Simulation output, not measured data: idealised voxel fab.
Herein follows the process module entitled voxel transistor to metal.
Displayed cross-section: cut, width of 270 nm, square cells sized 5 nm.
A cross-section is written here as square cells arranged in a grid, and it is given in bands from the top down, each band taking up one or more rows of cells. First you get the band's top height and its bottom height, in nm, and then the materials it's made of, left to right, with each width in nm. If you see a single material with "full width", that one covers the band edge to edge. "empty" is empty space. Heights are expressed relative to 0, this being the level below which the as-received wafer comprises one material exclusively. The lowest band is unbounded in the downward direction and is denoted as in "0 nm and below". Note: "30..40" means the width goes from the first number (top row of the band) to the second number (bottom row) in equal steps per row of cells. It should be understood that the words "no alteration", when stated for a given step, signify that the cross-section underwent no change in any of its cells during that step. Listed in "Sealed void inventory": every empty space of 8 or more cells without an open way to the top. Form: width x height at distance, the distance being from the left edge, all in nm. What comes after the settings on a step's line is commentary from the simulator itself on that step. overlay nm: mask right of planned place by this much (step with mask). Neg. = left. Heads up before you read on: it's before/after pairs around one process step each, after side only down to the lowest band that changed, step plus settings under the pair. Pairs can be from different runs of this module, same starting wafer, so only chain a pair onto the one above if its "Status before step" entry says so.

## Status before step
95 nm to 80 nm: 25 nm aC  25 nm empty  45 nm aC  25 nm empty  30 nm aC  25 nm empty  45 nm aC  25 nm empty  25 nm aC
80 nm to 60 nm: SiO2 full width
60 nm to 55 nm: SiCN full width
55 nm to 40 nm: 30 nm SiO2  5 nm TiN  5 nm W  5 nm TiN  55 nm SiO2  5 nm TiN  5 nm W  5 nm TiN  40 nm SiO2  5 nm TiN  5 nm W  5 nm TiN  55 nm SiO2  5 nm TiN  5 nm W  5 nm TiN  30 nm SiO2
40 nm to 25 nm: 30 nm SiO2  5 nm TiN  5 nm W  5 nm TiN  5 nm SiO2  5 nm SiN  5 nm SiO2  25 nm SiCN  5 nm SiO2  5 nm SiN  5 nm SiO2  5 nm TiN  5 nm W  5 nm TiN  40 nm SiO2  5 nm TiN  5 nm W  5 nm TiN  5 nm SiO2  5 nm SiN  5 nm SiO2  25 nm SiCN  5 nm SiO2  5 nm SiN  5 nm SiO2  5 nm TiN  5 nm W  5 nm TiN  30 nm SiO2
25 nm to 10 nm: 30 nm SiO2  5 nm TiN  5 nm W  5 nm TiN  5 nm SiO2  5 nm SiN  5 nm SiO2  25 nm polySi  5 nm SiO2  5 nm SiN  5 nm SiO2  5 nm TiN  5 nm W  5 nm TiN  40 nm SiO2  5 nm TiN  5 nm W  5 nm TiN  5 nm SiO2  5 nm SiN  5 nm SiO2  25 nm polySi  5 nm SiO2  5 nm SiN  5 nm SiO2  5 nm TiN  5 nm W  5 nm TiN  30 nm SiO2
10 nm to 5 nm: 30 nm SiO2  15 nm TiN  5 nm SiO2  5 nm SiN  5 nm SiO2  25 nm polySi  5 nm SiO2  5 nm SiN  5 nm SiO2  15 nm TiN  40 nm SiO2  15 nm TiN  5 nm SiO2  5 nm SiN  5 nm SiO2  25 nm polySi  5 nm SiO2  5 nm SiN  5 nm SiO2  15 nm TiN  30 nm SiO2
5 nm to 0 nm: 25 nm SiO2  5 nm SiN  20 nm nSi  5 nm SiN  5 nm SiO2  25 nm polySi  5 nm SiO2  5 nm SiN  20 nm nSi  5 nm SiN  30 nm SiO2  5 nm SiN  20 nm nSi  5 nm SiN  5 nm SiO2  25 nm polySi  5 nm SiO2  5 nm SiN  20 nm nSi  5 nm SiN  25 nm SiO2
0 nm to -5 nm: 30 nm SiO2  20 nm nSi  45 nm SiO2  20 nm nSi  40 nm SiO2  20 nm nSi  45 nm SiO2  20 nm nSi  30 nm SiO2
-5 nm to -15 nm: 25 nm SiO2  5 nm Si  20 nm nSi  45 nm Si  20 nm nSi  5 nm Si  30 nm SiO2  5 nm Si  20 nm nSi  45 nm Si  20 nm nSi  5 nm Si  25 nm SiO2
-15 nm to -20 nm: 25 nm SiO2  95 nm Si  30 nm SiO2  95 nm Si  25 nm SiO2
-20 nm and below: Si full width
Sealed void inventory: none

## Post-Step Appearance
95 nm to 80 nm: 25 nm aC  25 nm empty  45 nm aC  25 nm empty  30 nm aC  25 nm empty  45 nm aC  25 nm empty  25 nm aC
80 nm to 60 nm: 25 nm SiO2  25 nm empty  45 nm SiO2  25 nm empty  30 nm SiO2  25 nm empty  45 nm SiO2  25 nm empty  25 nm SiO2
For the remainder of the cross-section, below 60, there is no change.
Sealed void inventory: none
Which operation links the two cross-sections above? DIRECTIONAL_ETCH (etch materials SiO2; depth nm 20)

Status before step: The initial state for this step is given by the after cross-section of the immediately preceding pair.

## Post-Step Appearance
95 nm to 80 nm: 25 nm aC  25 nm empty  45 nm aC  25 nm empty  30 nm aC  25 nm empty  45 nm aC  25 nm empty  25 nm aC
80 nm to 60 nm: 25 nm SiO2  25 nm empty  45 nm SiO2  25 nm empty  30 nm SiO2  25 nm empty  45 nm SiO2  25 nm empty  25 nm SiO2
60 nm to 55 nm: 25 nm SiCN  25 nm empty  45 nm SiCN  25 nm empty  30 nm SiCN  25 nm empty  45 nm SiCN  25 nm empty  25 nm SiCN
For the remainder of the cross-section, below 55, there is no change.
Sealed void inventory: none
Which operation links the two cross-sections above? DIRECTIONAL_ETCH (etch materials SiCN; depth nm 5)

Status before step: The initial state for this step is given by the after cross-section of the immediately preceding pair.

## Post-Step Appearance
80 nm to 60 nm: 25 nm SiO2  25 nm empty  45 nm SiO2  25 nm empty  30 nm SiO2  25 nm empty  45 nm SiO2  25 nm empty  25 nm SiO2
For the remainder of the cross-section, below 60, there is no change.
Sealed void inventory: none
Which operation links the two cross-sections above? STRIP (etch materials aC)

Status before step: The initial state for this step is given by the after cross-section of the immediately preceding pair.

## Post-Step Appearance
85 nm to 80 nm: 30 nm TiN  15 nm empty  55 nm TiN  15 nm empty  40 nm TiN  15 nm empty  55 nm TiN  15 nm empty  30 nm TiN
80 nm to 60 nm: 25 nm SiO2  5 nm TiN  15 nm empty  5 nm TiN  45 nm SiO2  5 nm TiN  15 nm empty  5 nm TiN  30 nm SiO2  5 nm TiN  15 nm empty  5 nm TiN  45 nm SiO2  5 nm TiN  15 nm empty  5 nm TiN  25 nm SiO2
60 nm to 55 nm: 25 nm SiCN  25 nm TiN  45 nm SiCN  25 nm TiN  30 nm SiCN  25 nm TiN  45 nm SiCN  25 nm TiN  25 nm SiCN
For the remainder of the cross-section, below 55, there is no change.
Sealed void inventory: none
Which operation links the two cross-sections above? CONFORMAL_DEP (material TiN; thk nm 5)

Status before step: The initial state for this step is given by the after cross-section of the immediately preceding pair.

## Post-Step Appearance
90 nm to 85 nm: Cu full width
85 nm to 80 nm: 30 nm TiN  15 nm Cu  55 nm TiN  15 nm Cu  40 nm TiN  15 nm Cu  55 nm TiN  15 nm Cu  30 nm TiN
80 nm to 60 nm: 25 nm SiO2  5 nm TiN  15 nm Cu  5 nm TiN  45 nm SiO2  5 nm TiN  15 nm Cu  5 nm TiN  30 nm SiO2  5 nm TiN  15 nm Cu  5 nm TiN  45 nm SiO2  5 nm TiN  15 nm Cu  5 nm TiN  25 nm SiO2
For the remainder of the cross-section, below 60, there is no change.
Sealed void inventory: none
Which operation links the two cross-sections above? FILL_DEP (material Cu; thk nm 5)

Status before step: The initial state for this step is given by the after cross-section of the immediately preceding pair.

## Post-Step Appearance
80 nm to 60 nm: 25 nm SiO2  5 nm TiN  15 nm Cu  5 nm TiN  45 nm SiO2  5 nm TiN  15 nm Cu  5 nm TiN  30 nm SiO2  5 nm TiN  15 nm Cu  5 nm TiN  45 nm SiO2  5 nm TiN  15 nm Cu  5 nm TiN  25 nm SiO2
For the remainder of the cross-section, below 60, there is no change.
Sealed void inventory: none
Which operation links the two cross-sections above? CMP (height nm 80)

Status before step: The initial state for this step is given by the after cross-section of the immediately preceding pair.

## Post-Step Appearance
85 nm to 80 nm: 20 nm empty  35 nm Ru  35 nm empty  35 nm Ru  20 nm empty  35 nm Ru  35 nm empty  35 nm Ru  20 nm empty
For the remainder of the cross-section, below 80, there is no change.
Sealed void inventory: none
Which operation links the two cross-sections above? EPI (material Ru; thk nm 5)

Status before step: The initial state for this step is given by the after cross-section of the immediately preceding pair.

## Post-Step Appearance
90 nm to 85 nm: SiCN full width
85 nm to 80 nm: 20 nm SiCN  35 nm Ru  35 nm SiCN  35 nm Ru  20 nm SiCN  35 nm Ru  35 nm SiCN  35 nm Ru  20 nm SiCN
For the remainder of the cross-section, below 80, there is no change.
Sealed void inventory: none
Which operation links the two cross-sections above? FILL_DEP (material SiCN; thk nm 5)

## Status before step
15 nm to 5 nm: SiN full width
5 nm to 0 nm: SiO2 full width
0 nm and below: Si full width
Sealed void inventory: none

## Post-Step Appearance
30 nm to 15 nm: 35 nm empty  95 nm resist  30 nm empty  95 nm resist  15 nm empty
For the remainder of the cross-section, below 15, there is no change.
Sealed void inventory: none
Which operation links the two cross-sections above? PATTERN (tone cover; mask id ACTIVE; material resist; width nm 95; pitch nm 125; thk nm 15; overlay nm 10)

Status before step: The initial state for this step is given by the after cross-section of the immediately preceding pair.

## Post-Step Appearance
30 nm to 15 nm: 35 nm empty  95 nm resist  30 nm empty  95 nm resist  15 nm empty
15 nm to 5 nm: 35 nm empty  95 nm SiN  30 nm empty  95 nm SiN  15 nm empty
For the remainder of the cross-section, below 5, there is no change.
Sealed void inventory: none
Which operation links the two cross-sections above? DIRECTIONAL_ETCH (etch materials SiN; depth nm 10)

Status before step: The initial state for this step is given by the after cross-section of the immediately preceding pair.

## Post-Step Appearance
30 nm to 15 nm: 35 nm empty  95 nm resist  30 nm empty  95 nm resist  15 nm empty
15 nm to 5 nm: 35 nm empty  95 nm SiN  30 nm empty  95 nm SiN  15 nm empty
5 nm to 0 nm: 35 nm empty  95 nm SiO2  30 nm empty  95 nm SiO2  15 nm empty
For the remainder of the cross-section, below 0, there is no change.
Sealed void inventory: none
Which operation links the two cross-sections above? DIRECTIONAL_ETCH (etch materials SiO2; depth nm 5)

Status before step: The initial state for this step is given by the after cross-section of the immediately preceding pair.

## Post-Step Appearance
30 nm to 15 nm: 35 nm empty  95 nm resist  30 nm empty  95 nm resist  15 nm empty
15 nm to 5 nm: 35 nm empty  95 nm SiN  30 nm empty  95 nm SiN  15 nm empty
5 nm to 0 nm: 35 nm empty  95 nm SiO2  30 nm empty  95 nm SiO2  15 nm empty
0 nm to -20 nm: 35 nm empty  95 nm Si  30 nm empty  95 nm Si  15 nm empty
For the remainder of the cross-section, below -20, there is no change.
Sealed void inventory: none
Which operation links the two cross-sections above? DIRECTIONAL_ETCH (etch materials Si; depth nm 20)

Status before step: The initial state for this step is given by the after cross-section of the immediately preceding pair.

## Post-Step Appearance
15 nm to 5 nm: 35 nm empty  95 nm SiN  30 nm empty  95 nm SiN  15 nm empty
For the remainder of the cross-section, below 5, there is no change.
Sealed void inventory: none
Which operation links the two cross-sections above? STRIP (etch materials resist)

Status before step: The initial state for this step is given by the after cross-section of the immediately preceding pair.

## Post-Step Appearance
30 nm to 15 nm: SiO2 full width
15 nm to 5 nm: 35 nm SiO2  95 nm SiN  30 nm SiO2  95 nm SiN  15 nm SiO2
5 nm to 0 nm: SiO2 full width
0 nm to -20 nm: 35 nm SiO2  95 nm Si  30 nm SiO2  95 nm Si  15 nm SiO2
For the remainder of the cross-section, below -20, there is no change.
Sealed void inventory: none
Which operation links the two cross-sections above? FILL_DEP (material SiO2; thk nm 15)

Status before step: The initial state for this step is given by the after cross-section of the immediately preceding pair.

## Post-Step Appearance
15 nm to 5 nm: 35 nm SiO2  95 nm SiN  30 nm SiO2  95 nm SiN  15 nm SiO2
For the remainder of the cross-section, below 5, there is no change.
Sealed void inventory: none
Which operation links the two cross-sections above? CMP (height nm 15)

Status before step: The initial state for this step is given by the after cross-section of the immediately preceding pair.

## Post-Step Appearance
15 nm to 10 nm: 35 nm empty  95 nm SiN  30 nm empty  95 nm SiN  15 nm empty
For the remainder of the cross-section, below 10, there is no change.
Sealed void inventory: none
Which operation links the two cross-sections above? SELECTIVE_ETCH (etch materials SiO2; depth nm 5)

Status before step: The initial state for this step is given by the after cross-section of the immediately preceding pair.

## Post-Step Appearance
10 nm to 5 nm: 35 nm SiO2  95 nm empty  30 nm SiO2  95 nm empty  15 nm SiO2
For the remainder of the cross-section, below 5, there is no change.
Sealed void inventory: none
Which operation links the two cross-sections above? STRIP (etch materials SiN)

Status before step: The initial state for this step is given by the after cross-section of the immediately preceding pair.

## Post-Step Appearance
5 nm to 0 nm: 30 nm SiO2  105 nm empty  20 nm SiO2  105 nm empty  10 nm SiO2
For the remainder of the cross-section, below 0, there is no change.
Sealed void inventory: none
Which operation links the two cross-sections above? SELECTIVE_ETCH (etch materials SiO2; depth nm 5)

Status before step: The initial state for this step is given by the after cross-section of the immediately preceding pair.

## Post-Step Appearance
5 nm to 0 nm: 30 nm SiO2  105 nm empty  20 nm SiO2  105 nm empty  10 nm SiO2
0 nm to -5 nm: SiO2 full width
For the remainder of the cross-section, below -5, there is no change.
Sealed void inventory: none
Which operation links the two cross-sections above? OXIDIZE (depth nm 5)

Status before step: The initial state for this step is given by the after cross-section of the immediately preceding pair.

## Post-Step Appearance
30 nm to 25 nm: 30 nm polySi  105 nm empty  20 nm polySi  105 nm empty  10 nm polySi
25 nm to 5 nm: polySi full width
5 nm to 0 nm: 30 nm SiO2  105 nm polySi  20 nm SiO2  105 nm polySi  10 nm SiO2
For the remainder of the cross-section, below 0, there is no change.
Sealed void inventory: none
Which operation links the two cross-sections above? DIRECTIONAL_DEP (material polySi; thk nm 25)

Status before step: The initial state for this step is given by the after cross-section of the immediately preceding pair.

## Post-Step Appearance
45 nm to 40 nm: 30 nm SiCN  105 nm empty  20 nm SiCN  105 nm empty  10 nm SiCN
40 nm to 30 nm: SiCN full width
30 nm to 25 nm: 30 nm polySi  105 nm SiCN  20 nm polySi  105 nm SiCN  10 nm polySi
For the remainder of the cross-section, below 25, there is no change.
Sealed void inventory: none
Which operation links the two cross-sections above? DIRECTIONAL_DEP (material SiCN; thk nm 15)

Status before step: The initial state for this step is given by the after cross-section of the immediately preceding pair.

## Post-Step Appearance
65 nm to 45 nm: 60 nm empty  25 nm resist  100 nm empty  25 nm resist  60 nm empty
45 nm to 40 nm: 30 nm SiCN  30 nm empty  25 nm resist  50 nm empty  20 nm SiCN  30 nm empty  25 nm resist  50 nm empty  10 nm SiCN
For the remainder of the cross-section, below 40, there is no change.
Sealed void inventory: none
Which operation links the two cross-sections above? PATTERN (tone cover; mask id GATE; material resist; width nm 25; pitch nm 125; thk nm 20; overlay nm 0)

Status before step: The initial state for this step is given by the after cross-section of the immediately preceding pair.

## Post-Step Appearance
65 nm to 40 nm: 60 nm empty  25 nm resist  100 nm empty  25 nm resist  60 nm empty
40 nm to 30 nm: 60 nm empty  25 nm SiCN  100 nm empty  25 nm SiCN  60 nm empty
30 nm to 25 nm: 30 nm polySi  30 nm empty  25 nm SiCN  50 nm empty  20 nm polySi  30 nm empty  25 nm SiCN  50 nm empty  10 nm polySi
For the remainder of the cross-section, below 25, there is no change.
Sealed void inventory: none
Which operation links the two cross-sections above? DIRECTIONAL_ETCH (etch materials SiCN; depth nm 25)

Status before step: The initial state for this step is given by the after cross-section of the immediately preceding pair.

## Post-Step Appearance
65 nm to 40 nm: 60 nm empty  25 nm resist  100 nm empty  25 nm resist  60 nm empty
40 nm to 25 nm: 60 nm empty  25 nm SiCN  100 nm empty  25 nm SiCN  60 nm empty
25 nm to 5 nm: 60 nm empty  25 nm polySi  100 nm empty  25 nm polySi  60 nm empty
5 nm to 0 nm: 30 nm SiO2  30 nm empty  25 nm polySi  50 nm empty  20 nm SiO2  30 nm empty  25 nm polySi  50 nm empty  10 nm SiO2
For the remainder of the cross-section, below 0, there is no change.
Sealed void inventory: none
Which operation links the two cross-sections above? DIRECTIONAL_ETCH (etch materials polySi; depth nm 35)

Status before step: The initial state for this step is given by the after cross-section of the immediately preceding pair.

## Post-Step Appearance
40 nm to 25 nm: 60 nm empty  25 nm SiCN  100 nm empty  25 nm SiCN  60 nm empty
For the remainder of the cross-section, below 25, there is no change.
Sealed void inventory: none
Which operation links the two cross-sections above? STRIP (etch materials resist)

Status before step: The initial state for this step is given by the after cross-section of the immediately preceding pair.

## Post-Step Appearance
45 nm to 40 nm: 55 nm empty  35 nm SiO2  90 nm empty  35 nm SiO2  55 nm empty
40 nm to 25 nm: 55 nm empty  5 nm SiO2  25 nm SiCN  5 nm SiO2  90 nm empty  5 nm SiO2  25 nm SiCN  5 nm SiO2  55 nm empty
25 nm to 10 nm: 55 nm empty  5 nm SiO2  25 nm polySi  5 nm SiO2  90 nm empty  5 nm SiO2  25 nm polySi  5 nm SiO2  55 nm empty
10 nm to 5 nm: 35 nm SiO2  20 nm empty  5 nm SiO2  25 nm polySi  5 nm SiO2  40 nm empty  30 nm SiO2  20 nm empty  5 nm SiO2  25 nm polySi  5 nm SiO2  40 nm empty  15 nm SiO2
5 nm to 0 nm: 60 nm SiO2  25 nm polySi  100 nm SiO2  25 nm polySi  60 nm SiO2
For the remainder of the cross-section, below 0, there is no change.
Sealed void inventory: none
Which operation links the two cross-sections above? CONFORMAL_DEP (material SiO2; thk nm 5)

Status before step: The initial state for this step is given by the after cross-section of the immediately preceding pair.

## Post-Step Appearance
40 nm to 25 nm: 55 nm empty  5 nm SiO2  25 nm SiCN  5 nm SiO2  90 nm empty  5 nm SiO2  25 nm SiCN  5 nm SiO2  55 nm empty
25 nm to 5 nm: 55 nm empty  5 nm SiO2  25 nm polySi  5 nm SiO2  90 nm empty  5 nm SiO2  25 nm polySi  5 nm SiO2  55 nm empty
5 nm to 0 nm: 35 nm SiO2  20 nm empty  5 nm SiO2  25 nm polySi  5 nm SiO2  40 nm empty  30 nm SiO2  20 nm empty  5 nm SiO2  25 nm polySi  5 nm SiO2  40 nm empty  15 nm SiO2
For the remainder of the cross-section, below 0, there is no change.
Sealed void inventory: none
Which operation links the two cross-sections above? DIRECTIONAL_ETCH (etch materials SiO2; depth nm 5)

Status before step: The initial state for this step is given by the after cross-section of the immediately preceding pair.

## Post-Step Appearance
45 nm to 40 nm: 50 nm empty  45 nm SiN  80 nm empty  45 nm SiN  50 nm empty
40 nm to 25 nm: 50 nm empty  5 nm SiN  5 nm SiO2  25 nm SiCN  5 nm SiO2  5 nm SiN  80 nm empty  5 nm SiN  5 nm SiO2  25 nm SiCN  5 nm SiO2  5 nm SiN  50 nm empty
25 nm to 10 nm: 50 nm empty  5 nm SiN  5 nm SiO2  25 nm polySi  5 nm SiO2  5 nm SiN  80 nm empty  5 nm SiN  5 nm SiO2  25 nm polySi  5 nm SiO2  5 nm SiN  50 nm empty
10 nm to 5 nm: 40 nm SiN  10 nm empty  5 nm SiN  5 nm SiO2  25 nm polySi  5 nm SiO2  5 nm SiN  30 nm empty  40 nm SiN  10 nm empty  5 nm SiN  5 nm SiO2  25 nm polySi  5 nm SiO2  5 nm SiN  30 nm empty  20 nm SiN
5 nm to 0 nm: 35 nm SiO2  20 nm SiN  5 nm SiO2  25 nm polySi  5 nm SiO2  40 nm SiN  30 nm SiO2  20 nm SiN  5 nm SiO2  25 nm polySi  5 nm SiO2  40 nm SiN  15 nm SiO2
For the remainder of the cross-section, below 0, there is no change.
Sealed void inventory: none
Which operation links the two cross-sections above? CONFORMAL_DEP (material SiN; thk nm 5)

Status before step: The initial state for this step is given by the after cross-section of the immediately preceding pair.

## Post-Step Appearance
40 nm to 25 nm: 50 nm empty  5 nm SiN  5 nm SiO2  25 nm SiCN  5 nm SiO2  5 nm SiN  80 nm empty  5 nm SiN  5 nm SiO2  25 nm SiCN  5 nm SiO2  5 nm SiN  50 nm empty
25 nm to 5 nm: 50 nm empty  5 nm SiN  5 nm SiO2  25 nm polySi  5 nm SiO2  5 nm SiN  80 nm empty  5 nm SiN  5 nm SiO2  25 nm polySi  5 nm SiO2  5 nm SiN  50 nm empty
5 nm to 0 nm: 35 nm SiO2  5 nm SiN  10 nm empty  5 nm SiN  5 nm SiO2  25 nm polySi  5 nm SiO2  5 nm SiN  30 nm empty  5 nm SiN  30 nm SiO2  5 nm SiN  10 nm empty  5 nm SiN  5 nm SiO2  25 nm polySi  5 nm SiO2  5 nm SiN  30 nm empty  5 nm SiN  15 nm SiO2
For the remainder of the cross-section, below 0, there is no change.
Sealed void inventory: none
Which operation links the two cross-sections above? DIRECTIONAL_ETCH (etch materials SiN; depth nm 5)

Status before step: The initial state for this step is given by the after cross-section of the immediately preceding pair.

## Post-Step Appearance
40 nm to 35 nm: 50 nm empty  5 nm SiN  5 nm empty  25 nm SiCN  5 nm empty  5 nm SiN  80 nm empty  5 nm SiN  5 nm empty  25 nm SiCN  5 nm empty  5 nm SiN  50 nm empty
35 nm to 25 nm: 50 nm empty  5 nm SiN  5 nm SiO2  25 nm SiCN  5 nm SiO2  5 nm SiN  80 nm empty  5 nm SiN  5 nm SiO2  25 nm SiCN  5 nm SiO2  5 nm SiN  50 nm empty
25 nm to 5 nm: 50 nm empty  5 nm SiN  5 nm SiO2  25 nm polySi  5 nm SiO2  5 nm SiN  80 nm empty  5 nm SiN  5 nm SiO2  25 nm polySi  5 nm SiO2  5 nm SiN  50 nm empty
5 nm to 0 nm: 35 nm empty  5 nm SiN  10 nm empty  5 nm SiN  5 nm SiO2  25 nm polySi  5 nm SiO2  5 nm SiN  30 nm empty  5 nm SiN  30 nm empty  5 nm SiN  10 nm empty  5 nm SiN  5 nm SiO2  25 nm polySi  5 nm SiO2  5 nm SiN  30 nm empty  5 nm SiN  15 nm empty
0 nm to -5 nm: 40 nm SiO2  10 nm empty  45 nm SiO2  30 nm empty  40 nm SiO2  10 nm empty  45 nm SiO2  30 nm empty  20 nm SiO2
For the remainder of the cross-section, below -5, there is no change.
Sealed void inventory: none
Which operation links the two cross-sections above? DIRECTIONAL_ETCH (etch materials SiO2; depth nm 5)

Status before step: The initial state for this step is given by the after cross-section of the immediately preceding pair.

## Post-Step Appearance
40 nm to 35 nm: 50 nm empty  5 nm SiN  5 nm empty  25 nm SiCN  5 nm empty  5 nm SiN  80 nm empty  5 nm SiN  5 nm empty  25 nm SiCN  5 nm empty  5 nm SiN  50 nm empty
35 nm to 25 nm: 50 nm empty  5 nm SiN  5 nm SiO2  25 nm SiCN  5 nm SiO2  5 nm SiN  80 nm empty  5 nm SiN  5 nm SiO2  25 nm SiCN  5 nm SiO2  5 nm SiN  50 nm empty
25 nm to 5 nm: 50 nm empty  5 nm SiN  5 nm SiO2  25 nm polySi  5 nm SiO2  5 nm SiN  80 nm empty  5 nm SiN  5 nm SiO2  25 nm polySi  5 nm SiO2  5 nm SiN  50 nm empty
5 nm to 0 nm: 35 nm empty  5 nm SiN  10 nm empty  5 nm SiN  5 nm SiO2  25 nm polySi  5 nm SiO2  5 nm SiN  30 nm empty  5 nm SiN  30 nm empty  5 nm SiN  10 nm empty  5 nm SiN  5 nm SiO2  25 nm polySi  5 nm SiO2  5 nm SiN  30 nm empty  5 nm SiN  15 nm empty
0 nm to -5 nm: 40 nm SiO2  10 nm empty  45 nm SiO2  30 nm empty  40 nm SiO2  10 nm empty  45 nm SiO2  30 nm empty  20 nm SiO2
-5 nm to -15 nm: 35 nm SiO2  5 nm Si  10 nm empty  45 nm Si  30 nm empty  5 nm Si  30 nm SiO2  5 nm Si  10 nm empty  45 nm Si  30 nm empty  5 nm Si  15 nm SiO2
For the remainder of the cross-section, below -15, there is no change.
Sealed void inventory: none
Which operation links the two cross-sections above? DIRECTIONAL_ETCH (etch materials Si; depth nm 10)

Status before step: The initial state for this step is given by the after cross-section of the immediately preceding pair.

## Post-Step Appearance
40 nm to 35 nm: 50 nm empty  5 nm SiN  5 nm empty  25 nm SiCN  5 nm empty  5 nm SiN  80 nm empty  5 nm SiN  5 nm empty  25 nm SiCN  5 nm empty  5 nm SiN  50 nm empty
35 nm to 25 nm: 50 nm empty  5 nm SiN  5 nm SiO2  25 nm SiCN  5 nm SiO2  5 nm SiN  80 nm empty  5 nm SiN  5 nm SiO2  25 nm SiCN  5 nm SiO2  5 nm SiN  50 nm empty
25 nm to 5 nm: 50 nm empty  5 nm SiN  5 nm SiO2  25 nm polySi  5 nm SiO2  5 nm SiN  80 nm empty  5 nm SiN  5 nm SiO2  25 nm polySi  5 nm SiO2  5 nm SiN  50 nm empty
5 nm to 0 nm: 35 nm empty  5 nm SiN  10 nm nSi  5 nm SiN  5 nm SiO2  25 nm polySi  5 nm SiO2  5 nm SiN  10 nm nSi  10 nm empty  10 nm nSi  5 nm SiN  30 nm empty  5 nm SiN  10 nm nSi  5 nm SiN  5 nm SiO2  25 nm polySi  5 nm SiO2  5 nm SiN  10 nm nSi  10 nm empty  10 nm nSi  5 nm SiN  15 nm empty
0 nm to -5 nm: 40 nm SiO2  10 nm nSi  45 nm SiO2  10 nm nSi  10 nm empty  10 nm nSi  40 nm SiO2  10 nm nSi  45 nm SiO2  10 nm nSi  10 nm empty  10 nm nSi  20 nm SiO2
-5 nm to -15 nm: 35 nm SiO2  5 nm Si  10 nm nSi  45 nm Si  30 nm nSi  5 nm Si  30 nm SiO2  5 nm Si  10 nm nSi  45 nm Si  30 nm nSi  5 nm Si  15 nm SiO2
For the remainder of the cross-section, below -15, there is no change.
Sealed void inventory: none
Which operation links the two cross-sections above? EPI (material nSi; thk nm 10)

Status before step: The initial state for this step is given by the after cross-section of the immediately preceding pair.

## Post-Step Appearance
50 nm to 40 nm: SiO2 full width
40 nm to 25 nm: 50 nm SiO2  5 nm SiN  5 nm SiO2  25 nm SiCN  5 nm SiO2  5 nm SiN  80 nm SiO2  5 nm SiN  5 nm SiO2  25 nm SiCN  5 nm SiO2  5 nm SiN  50 nm SiO2
25 nm to 5 nm: 50 nm SiO2  5 nm SiN  5 nm SiO2  25 nm polySi  5 nm SiO2  5 nm SiN  80 nm SiO2  5 nm SiN  5 nm SiO2  25 nm polySi  5 nm SiO2  5 nm SiN  50 nm SiO2
5 nm to 0 nm: 35 nm SiO2  5 nm SiN  10 nm nSi  5 nm SiN  5 nm SiO2  25 nm polySi  5 nm SiO2  5 nm SiN  10 nm nSi  10 nm SiO2  10 nm nSi  5 nm SiN  30 nm SiO2  5 nm SiN  10 nm nSi  5 nm SiN  5 nm SiO2  25 nm polySi  5 nm SiO2  5 nm SiN  10 nm nSi  10 nm SiO2  10 nm nSi  5 nm SiN  15 nm SiO2
0 nm to -5 nm: 40 nm SiO2  10 nm nSi  45 nm SiO2  10 nm nSi  10 nm SiO2  10 nm nSi  40 nm SiO2  10 nm nSi  45 nm SiO2  10 nm nSi  10 nm SiO2  10 nm nSi  20 nm SiO2
For the remainder of the cross-section, below -5, there is no change.
Sealed void inventory: none
Which operation links the two cross-sections above? FILL_DEP (material SiO2; thk nm 10)

Status before step: The initial state for this step is given by the after cross-section of the immediately preceding pair.

## Post-Step Appearance
40 nm to 25 nm: 50 nm SiO2  5 nm SiN  5 nm SiO2  25 nm SiCN  5 nm SiO2  5 nm SiN  80 nm SiO2  5 nm SiN  5 nm SiO2  25 nm SiCN  5 nm SiO2  5 nm SiN  50 nm SiO2
For the remainder of the cross-section, below 25, there is no change.
Sealed void inventory: none
Which operation links the two cross-sections above? CMP (height nm 40)

Status before step: The initial state for this step is given by the after cross-section of the immediately preceding pair.

## Post-Step Appearance
55 nm to 40 nm: SiO2 full width
For the remainder of the cross-section, below 40, there is no change.
Sealed void inventory: none
Which operation links the two cross-sections above? DIRECTIONAL_DEP (material SiO2; thk nm 15)

Status before step: The initial state for this step is given by the after cross-section of the immediately preceding pair.

## Post-Step Appearance
65 nm to 55 nm: aC full width
For the remainder of the cross-section, below 55, there is no change.
Sealed void inventory: none
Which operation links the two cross-sections above? DIRECTIONAL_DEP (material aC; thk nm 10)

Status before step: The initial state for this step is given by the after cross-section of the immediately preceding pair.

## Post-Step Appearance
95 nm to 65 nm: 30 nm resist  15 nm empty  55 nm resist  15 nm empty  40 nm resist  15 nm empty  55 nm resist  15 nm empty  30 nm resist
For the remainder of the cross-section, below 65, there is no change.
Sealed void inventory: none
Which operation links the two cross-sections above? PATTERN (tone open; mask id CONTACT; material resist; width nm 15; thk nm 30; overlay nm 0)

Status before step: The initial state for this step is given by the after cross-section of the immediately preceding pair.

## Post-Step Appearance
85 nm to 65 nm: 30 nm resist  15 nm empty  55 nm resist  15 nm empty  40 nm resist  15 nm empty  55 nm resist  15 nm empty  30 nm resist
65 nm to 55 nm: 30 nm aC  15 nm empty  55 nm aC  15 nm empty  40 nm aC  15 nm empty  55 nm aC  15 nm empty  30 nm aC
For the remainder of the cross-section, below 55, there is no change.
Sealed void inventory: none
Which operation links the two cross-sections above? DIRECTIONAL_ETCH (etch materials aC; depth nm 10)

Status before step: The initial state for this step is given by the after cross-section of the immediately preceding pair.

## Post-Step Appearance
65 nm to 55 nm: 30 nm aC  15 nm empty  55 nm aC  15 nm empty  40 nm aC  15 nm empty  55 nm aC  15 nm empty  30 nm aC
For the remainder of the cross-section, below 55, there is no change.
Sealed void inventory: none
Which operation links the two cross-sections above? STRIP (etch materials resist)

Status before step: The initial state for this step is given by the after cross-section of the immediately preceding pair.

## Post-Step Appearance
65 nm to 55 nm: 30 nm aC  15 nm empty  55 nm aC  15 nm empty  40 nm aC  15 nm empty  55 nm aC  15 nm empty  30 nm aC
55 nm to 40 nm: 30 nm SiO2  15 nm empty  55 nm SiO2  15 nm empty  40 nm SiO2  15 nm empty  55 nm SiO2  15 nm empty  30 nm SiO2
40 nm to 25 nm: 30 nm SiO2  15 nm empty  5 nm SiO2  5 nm SiN  5 nm SiO2  25 nm SiCN  5 nm SiO2  5 nm SiN  5 nm SiO2  15 nm empty  40 nm SiO2  15 nm empty  5 nm SiO2  5 nm SiN  5 nm SiO2  25 nm SiCN  5 nm SiO2  5 nm SiN  5 nm SiO2  15 nm empty  30 nm SiO2
25 nm to 5 nm: 30 nm SiO2  15 nm empty  5 nm SiO2  5 nm SiN  5 nm SiO2  25 nm polySi  5 nm SiO2  5 nm SiN  5 nm SiO2  15 nm empty  40 nm SiO2  15 nm empty  5 nm SiO2  5 nm SiN  5 nm SiO2  25 nm polySi  5 nm SiO2  5 nm SiN  5 nm SiO2  15 nm empty  30 nm SiO2
For the remainder of the cross-section, below 5, there is no change.
Sealed void inventory: none
Which operation links the two cross-sections above? DIRECTIONAL_ETCH (etch materials SiO2; depth nm 50)
